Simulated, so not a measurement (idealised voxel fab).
process module | voxel wiring stack
We display cut, a cross-section 240 nm in width whose square cells are each 5 nm.
Cross-section = grid of square cells, listed top down in bands; band = one or more rows. Band: top height; bottom height; in nm. Then, left to right: material with width in nm, for each material. "throughout": a single material spanning edge to edge. "blank": empty space. All heights in this document are referenced to 0, defined as the level beneath which the wafer, as received, consists entirely of one material. The lowest band is not bounded below; it extends indefinitely downward and is written in the form "0 and below". The notation "30..40" denotes a width that varies across the rows of cells in the band, beginning at the first number in the top row, finishing at the second number in the bottom row, and changing by an identical amount from each row to the next. "remained the same" after a step means that no cell of the cross-section changed. For the entry "Closed internal voids", the listed items are empty spaces with no open way to the top whose size is 8 cells or more; each item follows the pattern width x height at distance, where distance is from the left edge and all three are in nm. What comes after the settings on a step's line is commentary from the simulator itself on that step. The setting "overlay nm" may be written on the line of a step. When the step uses a mask, the value reports how far to the right of the planned place the mask lay, and a negative value reports that it lay to the left.
[These are the steps we planned for the process]
1. op RECEIVE | material Si
2. op CONFORMAL_DEP | material SiO2 | thk nm 15
3. op DIRECTIONAL_DEP | material TiN | thk nm 5
4. op DIRECTIONAL_DEP | material Ru | thk nm 25
5. op PATTERN | tone cover | mask id METAL_1 | material resist | width nm 25 | pitch nm 45 | thk nm 20 | overlay nm 0
6. op DIRECTIONAL_ETCH | etch materials Ru | depth nm 25
7. op DIRECTIONAL_ETCH | etch materials TiN | depth nm 5
8. op STRIP | etch materials resist
9. op FILL_DEP | material lowk | thk nm 10
10. op CMP | height nm 45
11. op CONFORMAL_DEP | material SiCN | thk nm 5
12. op DIRECTIONAL_DEP | material lowk | thk nm 25
13. op DIRECTIONAL_DEP | material aC | thk nm 10
14. op PATTERN | tone open | mask id METAL_2_HOLES | material resist | width nm 15 | pitch nm 45 | thk nm 25 | overlay nm 0
15. op DIRECTIONAL_ETCH | etch materials aC | depth nm 10
16. op STRIP | etch materials resist
17. op DIRECTIONAL_ETCH | etch materials lowk | depth nm 25
18. op STRIP | etch materials aC
19. op MASKED_ETCH | tone open | mask id METAL_2 | width nm 25 | pitch nm 45 | etch materials lowk | depth nm 15 | overlay nm 0
20. op MASKED_ETCH | tone open | mask id METAL_2 | width nm 25 | pitch nm 45 | etch materials SiCN | depth nm 5 | overlay nm 0
21. op CONFORMAL_DEP | material TiN | thk nm 5
22. op FILL_DEP | material Cu | thk nm 10
23. op CMP | height nm 75
24. op CONFORMAL_DEP | material SiCN | thk nm 5
[On the first of the two wafers: run conducted according to plan]
[Cross-section of the wafer as it came to us, i.e., already through step 1]
    0 and below: Si throughout
    Closed internal voids: none
[After step 2, in cross-section]
    15 down to 0: SiO2 throughout
    Anything lower than 0 is untouched.
[After step 3, in cross-section]
    20 down to 15: TiN throughout
    Anything lower than 15 is untouched.
[After step 4, in cross-section]
    45 down to 20: Ru throughout
    Anything lower than 20 is untouched.
[After step 5, in cross-section]
    65 down to 45: blank=40; resist=25; blank=20; resist=25; blank=20; resist=25; blank=20; resist=25; blank=40
    Anything lower than 45 is untouched.
[After step 6, in cross-section]
    65 down to 45: blank=40; resist=25; blank=20; resist=25; blank=20; resist=25; blank=20; resist=25; blank=40
    45 down to 20: blank=40; Ru=25; blank=20; Ru=25; blank=20; Ru=25; blank=20; Ru=25; blank=40
    Anything lower than 20 is untouched.
[After step 7, in cross-section]
    65 down to 45: blank=40; resist=25; blank=20; resist=25; blank=20; resist=25; blank=20; resist=25; blank=40
    45 down to 20: blank=40; Ru=25; blank=20; Ru=25; blank=20; Ru=25; blank=20; Ru=25; blank=40
    20 down to 15: blank=40; TiN=25; blank=20; TiN=25; blank=20; TiN=25; blank=20; TiN=25; blank=40
    Anything lower than 15 is untouched.
[After step 8, in cross-section]
    45 down to 20: blank=40; Ru=25; blank=20; Ru=25; blank=20; Ru=25; blank=20; Ru=25; blank=40
    Anything lower than 20 is untouched.
[After step 9, in cross-section]
    55 down to 45: lowk throughout
    45 down to 20: lowk=40; Ru=25; lowk=20; Ru=25; lowk=20; Ru=25; lowk=20; Ru=25; lowk=40
    20 down to 15: lowk=40; TiN=25; lowk=20; TiN=25; lowk=20; TiN=25; lowk=20; TiN=25; lowk=40
    Anything lower than 15 is untouched.
[After step 10, in cross-section]
    45 down to 20: lowk=40; Ru=25; lowk=20; Ru=25; lowk=20; Ru=25; lowk=20; Ru=25; lowk=40
    Anything lower than 20 is untouched.
[After step 11, in cross-section]
    50 down to 45: SiCN throughout
    Anything lower than 45 is untouched.
[After step 12, in cross-section]
    75 down to 50: lowk throughout
    Anything lower than 50 is untouched.
[After step 13, in cross-section]
    85 down to 75: aC throughout
    Anything lower than 75 is untouched.
[After step 14, in cross-section]
    110 down to 85: resist=40; blank=15; resist=30; blank=15; resist=30; blank=15; resist=30; blank=15; resist=50
    Anything lower than 85 is untouched.
[After step 15, in cross-section]
    100 down to 85: resist=40; blank=15; resist=30; blank=15; resist=30; blank=15; resist=30; blank=15; resist=50
    85 down to 75: aC=40; blank=15; aC=30; blank=15; aC=30; blank=15; aC=30; blank=15; aC=50
    Anything lower than 75 is untouched.
[After step 16, in cross-section]
    85 down to 75: aC=40; blank=15; aC=30; blank=15; aC=30; blank=15; aC=30; blank=15; aC=50
    Anything lower than 75 is untouched.
[After step 17, in cross-section]
    85 down to 75: aC=40; blank=15; aC=30; blank=15; aC=30; blank=15; aC=30; blank=15; aC=50
    75 down to 50: lowk=40; blank=15; lowk=30; blank=15; lowk=30; blank=15; lowk=30; blank=15; lowk=50
    Anything lower than 50 is untouched.
[After step 18, in cross-section]
    75 down to 50: lowk=40; blank=15; lowk=30; blank=15; lowk=30; blank=15; lowk=30; blank=15; lowk=50
    Anything lower than 50 is untouched.
[After step 19, in cross-section]
    75 down to 60: lowk=40; blank=25; lowk=20; blank=25; lowk=20; blank=25; lowk=20; blank=25; lowk=40
    Anything lower than 60 is untouched.
[After step 20, in cross-section]
    75 down to 60: lowk=40; blank=25; lowk=20; blank=25; lowk=20; blank=25; lowk=20; blank=25; lowk=40
    60 down to 50: lowk=40; blank=15; lowk=30; blank=15; lowk=30; blank=15; lowk=30; blank=15; lowk=50
    50 down to 45: SiCN=40; blank=15; SiCN=30; blank=15; SiCN=30; blank=15; SiCN=30; blank=15; SiCN=50
    Anything lower than 45 is untouched.
[After step 21, in cross-section]
    80 down to 75: TiN=45; blank=15; TiN=30; blank=15; TiN=30; blank=15; TiN=30; blank=15; TiN=45
    75 down to 65: lowk=40; TiN=5; blank=15; TiN=5; lowk=20; TiN=5; blank=15; TiN=5; lowk=20; TiN=5; blank=15; TiN=5; lowk=20; TiN=5; blank=15; TiN=5; lowk=40
    65 down to 60: lowk=40; TiN=5; blank=5; TiN=15; lowk=20; TiN=5; blank=5; TiN=15; lowk=20; TiN=5; blank=5; TiN=15; lowk=20; TiN=5; blank=5; TiN=15; lowk=40
    60 down to 50: lowk=40; TiN=5; blank=5; TiN=5; lowk=30; TiN=5; blank=5; TiN=5; lowk=30; TiN=5; blank=5; TiN=5; lowk=30; TiN=5; blank=5; TiN=5; lowk=50
    50 down to 45: SiCN=40; TiN=15; SiCN=30; TiN=15; SiCN=30; TiN=15; SiCN=30; TiN=15; SiCN=50
    Anything lower than 45 is untouched.
[After step 22, in cross-section]
    90 down to 80: Cu throughout
    80 down to 75: TiN=45; Cu=15; TiN=30; Cu=15; TiN=30; Cu=15; TiN=30; Cu=15; TiN=45
    75 down to 65: lowk=40; TiN=5; Cu=15; TiN=5; lowk=20; TiN=5; Cu=15; TiN=5; lowk=20; TiN=5; Cu=15; TiN=5; lowk=20; TiN=5; Cu=15; TiN=5; lowk=40
    65 down to 60: lowk=40; TiN=5; Cu=5; TiN=15; lowk=20; TiN=5; Cu=5; TiN=15; lowk=20; TiN=5; Cu=5; TiN=15; lowk=20; TiN=5; Cu=5; TiN=15; lowk=40
    60 down to 50: lowk=40; TiN=5; Cu=5; TiN=5; lowk=30; TiN=5; Cu=5; TiN=5; lowk=30; TiN=5; Cu=5; TiN=5; lowk=30; TiN=5; Cu=5; TiN=5; lowk=50
    Anything lower than 50 is untouched.
[After step 23, in cross-section]
    75 down to 65: lowk=40; TiN=5; Cu=15; TiN=5; lowk=20; TiN=5; Cu=15; TiN=5; lowk=20; TiN=5; Cu=15; TiN=5; lowk=20; TiN=5; Cu=15; TiN=5; lowk=40
    Anything lower than 65 is untouched.
[After step 24, in cross-section]
    80 down to 75: SiCN throughout
    Anything lower than 75 is untouched.
[Second wafer, same starting state and plan as the first, one mistake in the run, identical through step 2]
Planned end of step 3: second wafer, cross-section: remained the same
[Planned end of step 4: second wafer, cross-section]
    40 down to 15: Ru throughout
    Anything lower than 15 is untouched.
[Planned end of step 5: second wafer, cross-section]
    60 down to 40: blank=40; resist=25; blank=20; resist=25; blank=20; resist=25; blank=20; resist=25; blank=40
    Anything lower than 40 is untouched.
[Planned end of step 6: second wafer, cross-section]
    60 down to 40: blank=40; resist=25; blank=20; resist=25; blank=20; resist=25; blank=20; resist=25; blank=40
    40 down to 15: blank=40; Ru=25; blank=20; Ru=25; blank=20; Ru=25; blank=20; Ru=25; blank=40
    Anything lower than 15 is untouched.
Planned end of step 7: second wafer, cross-section: remained the same
[Planned end of step 8: second wafer, cross-section]
    40 down to 15: blank=40; Ru=25; blank=20; Ru=25; blank=20; Ru=25; blank=20; Ru=25; blank=40
    Anything lower than 15 is untouched.
[Planned end of step 9: second wafer, cross-section]
    50 down to 40: lowk throughout
    40 down to 15: lowk=40; Ru=25; lowk=20; Ru=25; lowk=20; Ru=25; lowk=20; Ru=25; lowk=40
    Anything lower than 15 is untouched.
[Planned end of step 10: second wafer, cross-section]
    45 down to 40: lowk throughout
    Anything lower than 40 is untouched.
[Planned end of step 11: second wafer, cross-section]
    50 down to 45: SiCN throughout
    Anything lower than 45 is untouched.
[Planned end of step 12: second wafer, cross-section]
    75 down to 50: lowk throughout
    Anything lower than 50 is untouched.
[Planned end of step 13: second wafer, cross-section]
    85 down to 75: aC throughout
    Anything lower than 75 is untouched.
[Planned end of step 14: second wafer, cross-section]
    110 down to 85: resist=40; blank=15; resist=30; blank=15; resist=30; blank=15; resist=30; blank=15; resist=50
    Anything lower than 85 is untouched.
[Planned end of step 15: second wafer, cross-section]
    100 down to 85: resist=40; blank=15; resist=30; blank=15; resist=30; blank=15; resist=30; blank=15; resist=50
    85 down to 75: aC=40; blank=15; aC=30; blank=15; aC=30; blank=15; aC=30; blank=15; aC=50
    Anything lower than 75 is untouched.
[Planned end of step 16: second wafer, cross-section]
    85 down to 75: aC=40; blank=15; aC=30; blank=15; aC=30; blank=15; aC=30; blank=15; aC=50
    Anything lower than 75 is untouched.
[Planned end of step 17: second wafer, cross-section]
    85 down to 75: aC=40; blank=15; aC=30; blank=15; aC=30; blank=15; aC=30; blank=15; aC=50
    75 down to 50: lowk=40; blank=15; lowk=30; blank=15; lowk=30; blank=15; lowk=30; blank=15; lowk=50
    Anything lower than 50 is untouched.
[Planned end of step 18: second wafer, cross-section]
    75 down to 50: lowk=40; blank=15; lowk=30; blank=15; lowk=30; blank=15; lowk=30; blank=15; lowk=50
    Anything lower than 50 is untouched.
[Planned end of step 19: second wafer, cross-section]
    75 down to 60: lowk=40; blank=25; lowk=20; blank=25; lowk=20; blank=25; lowk=20; blank=25; lowk=40
    Anything lower than 60 is untouched.
[Planned end of step 20: second wafer, cross-section]
    75 down to 60: lowk=40; blank=25; lowk=20; blank=25; lowk=20; blank=25; lowk=20; blank=25; lowk=40
    60 down to 50: lowk=40; blank=15; lowk=30; blank=15; lowk=30; blank=15; lowk=30; blank=15; lowk=50
    50 down to 45: SiCN=40; blank=15; SiCN=30; blank=15; SiCN=30; blank=15; SiCN=30; blank=15; SiCN=50
    Anything lower than 45 is untouched.
[Planned end of step 21: second wafer, cross-section]
    80 down to 75: TiN=45; blank=15; TiN=30; blank=15; TiN=30; blank=15; TiN=30; blank=15; TiN=45
    75 down to 65: lowk=40; TiN=5; blank=15; TiN=5; lowk=20; TiN=5; blank=15; TiN=5; lowk=20; TiN=5; blank=15; TiN=5; lowk=20; TiN=5; blank=15; TiN=5; lowk=40
    65 down to 60: lowk=40; TiN=5; blank=5; TiN=15; lowk=20; TiN=5; blank=5; TiN=15; lowk=20; TiN=5; blank=5; TiN=15; lowk=20; TiN=5; blank=5; TiN=15; lowk=40
    60 down to 50: lowk=40; TiN=5; blank=5; TiN=5; lowk=30; TiN=5; blank=5; TiN=5; lowk=30; TiN=5; blank=5; TiN=5; lowk=30; TiN=5; blank=5; TiN=5; lowk=50
    50 down to 45: SiCN=40; TiN=15; SiCN=30; TiN=15; SiCN=30; TiN=15; SiCN=30; TiN=15; SiCN=50
    Anything lower than 45 is untouched.
[Planned end of step 22: second wafer, cross-section]
    90 down to 80: Cu throughout
    80 down to 75: TiN=45; Cu=15; TiN=30; Cu=15; TiN=30; Cu=15; TiN=30; Cu=15; TiN=45
    75 down to 65: lowk=40; TiN=5; Cu=15; TiN=5; lowk=20; TiN=5; Cu=15; TiN=5; lowk=20; TiN=5; Cu=15; TiN=5; lowk=20; TiN=5; Cu=15; TiN=5; lowk=40
    65 down to 60: lowk=40; TiN=5; Cu=5; TiN=15; lowk=20; TiN=5; Cu=5; TiN=15; lowk=20; TiN=5; Cu=5; TiN=15; lowk=20; TiN=5; Cu=5; TiN=15; lowk=40
    60 down to 50: lowk=40; TiN=5; Cu=5; TiN=5; lowk=30; TiN=5; Cu=5; TiN=5; lowk=30; TiN=5; Cu=5; TiN=5; lowk=30; TiN=5; Cu=5; TiN=5; lowk=50
    Anything lower than 50 is untouched.
[Planned end of step 23: second wafer, cross-section]
    75 down to 65: lowk=40; TiN=5; Cu=15; TiN=5; lowk=20; TiN=5; Cu=15; TiN=5; lowk=20; TiN=5; Cu=15; TiN=5; lowk=20; TiN=5; Cu=15; TiN=5; lowk=40
    Anything lower than 65 is untouched.
[Planned end of step 24: second wafer, cross-section]
    80 down to 75: SiCN throughout
    Anything lower than 75 is untouched.
Run error: heads up, step 3 of the plan was skipped and never actually ran
It is noted that, at the conclusion of processing, the second wafer exhibits a higher or lower cell count for certain materials relative to the first: 20 fewer of TiN; 20 more of lowk
